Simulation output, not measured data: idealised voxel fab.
process module | voxel fin reveal
cross-section cut | 155 nm wide | cells 5 nm
A cross-section is a grid of square cells, given in bands from the top down. A band is one or more rows of cells.
Each band's line starts with the height of the band's top and of its bottom, in nm. Then come its materials from left to right, each with its width in nm. One material with "throughout" fills the band from edge to edge. "air" is empty space.
Height 0 is the level under which the wafer as received is all one material. The lowest band goes on downwards, as in "0 down".
A width such as "30 to 40" changes by the same amount from each row of cells to the next, from the band's top row to its bottom row.
"no change" after a step means that no cell of the cross-section changed.
closed voids: empty space of 8 cells or more with no open way to the top, each as width x height at its distance from the left edge, in nm
after a step's settings: what the simulator itself notes on the step
overlay nm, on a step with a mask: how far to the right of its planned place the mask lay; to the left if negative
plan
1 op RECEIVE | material Si
2 op CONFORMAL_DEP | material SiN | thk nm 5
3 op DIRECTIONAL_DEP | material aC | thk nm 15
4 op PATTERN | tone cover | mask id FINS | material resist | width nm 15 | pitch nm 40 | thk nm 35 | overlay nm 0
5 op DIRECTIONAL_ETCH | etch materials aC | depth nm 15
6 op STRIP | etch materials resist
7 op DIRECTIONAL_ETCH | etch materials SiN | depth nm 5
8 op DIRECTIONAL_ETCH | etch materials Si | depth nm 35
9 op STRIP | etch materials aC
10 op FILL_DEP | material SiO2 | thk nm 10
11 op CMP | height nm 5
12 op SELECTIVE_ETCH | etch materials SiO2 | depth nm 15
13 op STRIP | etch materials SiN
14 op CONFORMAL_DEP | material SiO2 | thk nm 5
as received, after step 1
  0 down: Si throughout
  closed voids: none
a wafer at the end: this start, this plan, one mistake
  5 to 0: SiO2 55 | air 5 | SiO2 35 | air 5 | SiO2 55
  0 to -5: Si 50 | SiO2 5 | air 5 | SiO2 5 | Si 25 | SiO2 5 | air 5 | SiO2 5 | Si 50
  -5 to -35: Si 50 | SiO2 15 | Si 25 | SiO2 15 | Si 50
  -35 down: Si throughout
  closed voids: none
what went wrong: step 4 ran as: op PATTERN | tone open | mask id FINS | material resist | width nm 15 | pitch nm 40 | thk nm 35 | overlay nm 0
